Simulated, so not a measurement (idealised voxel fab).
The document below concerns the process module designated voxel double patterning.
The cross-section on display is named cut; it measures 250 nm wide, and its cells are 5 nm squares.
In this document a cross-section is written as a grid of square cells. It is given as a series of bands, listed from the top down, and a band is one or more rows of cells.
This entry defines a band. It first specifies the height of the band's top and the height of its bottom in nm, and then specifies the band's materials from left to right, stating each material with its width in nm. The word "edge to edge" identifies a single material that fills the band from edge to edge, while the word "blank" identifies empty space.
Where do heights start? At 0: under that level the wafer as delivered is made of one material only. And the lowest band has no floor; it just carries on downward, as in "0 nm and below".
Graded width ("30->40"): value in top row of band = first number; value in bottom row = second number; row-to-row change constant.
It should be understood that the words "same as before", when stated for a given step, signify that the cross-section underwent no change in any of its cells during that step.
Under "closed voids" you'll find the enclosed gaps, the ones with no way out to the top, that are 8 cells or bigger; each reads width x height at distance, with distance counted from the left edge, everything in nm.
Past the settings on a step's line: simulator remark, on that step.
For masked steps, "overlay nm" on the step line gives how far right of plan the mask actually lay; a minus sign means it lay to the left.
PROCESS STEPS - PLAN
1: RECEIVE with material Si
2: CONFORMAL_DEP with material SiN, thk nm 5
3: DIRECTIONAL_DEP with material SiO2, thk nm 20
4: DIRECTIONAL_DEP with material SiCN, thk nm 10
5: DIRECTIONAL_DEP with material aC, thk nm 15
6: PATTERN with tone open, mask id FIRST, material resist, width nm 15, pitch nm 50, thk nm 35, overlay nm 0
7: DIRECTIONAL_ETCH with etch materials aC, depth nm 15
8: STRIP with etch materials resist
9: DIRECTIONAL_ETCH with etch materials SiCN, depth nm 10
10: STRIP with etch materials aC
11: MASKED_ETCH with tone open, mask id SECOND, width nm 15, etch materials SiCN, depth nm 10, overlay nm 0
12: DIRECTIONAL_ETCH with etch materials SiO2, depth nm 20
13: STRIP with etch materials SiCN
CROSS-SECTION OF THE WAFER AS IT CAME TO US, I.E., ALREADY THROUGH STEP 1
	0 nm and below | Si edge to edge
	closed voids: none
END-OF-MODULE CROSS-SECTION OF THE FIRST OF TWO WAFERS, PROCESSED AS PLANNED
	25 nm to 5 nm | SiO2=90, then blank=15, then SiO2=10, then blank=15, then SiO2=10, then blank=15, then SiO2=95
	5 nm to 0 nm | SiN edge to edge
	0 nm and below | Si edge to edge
	closed voids: none
CROSS-SECTION AT END OF MODULE FOR THE SECOND WAFER OF TWO, WHICH MATCHED THE FIRST IN STARTING POINT AND PLAN AND DIFFERED BY ONE MISTAKE IN ITS PROCESSING
	35 nm to 25 nm | SiN edge to edge
	25 nm to 5 nm | SiO2 edge to edge
	5 nm to 0 nm | SiN edge to edge
	0 nm and below | Si edge to edge
	closed voids: none
Where did the run depart from the plan? step 4 was run on a setting that differed from the plan, and what really ran there is DIRECTIONAL_DEP with material SiN, thk nm 10
Once processing is complete, comparing cell counts shows that the second wafer has more or fewer of certain materials than the first: 100 more of SiN, 36 more of SiO2
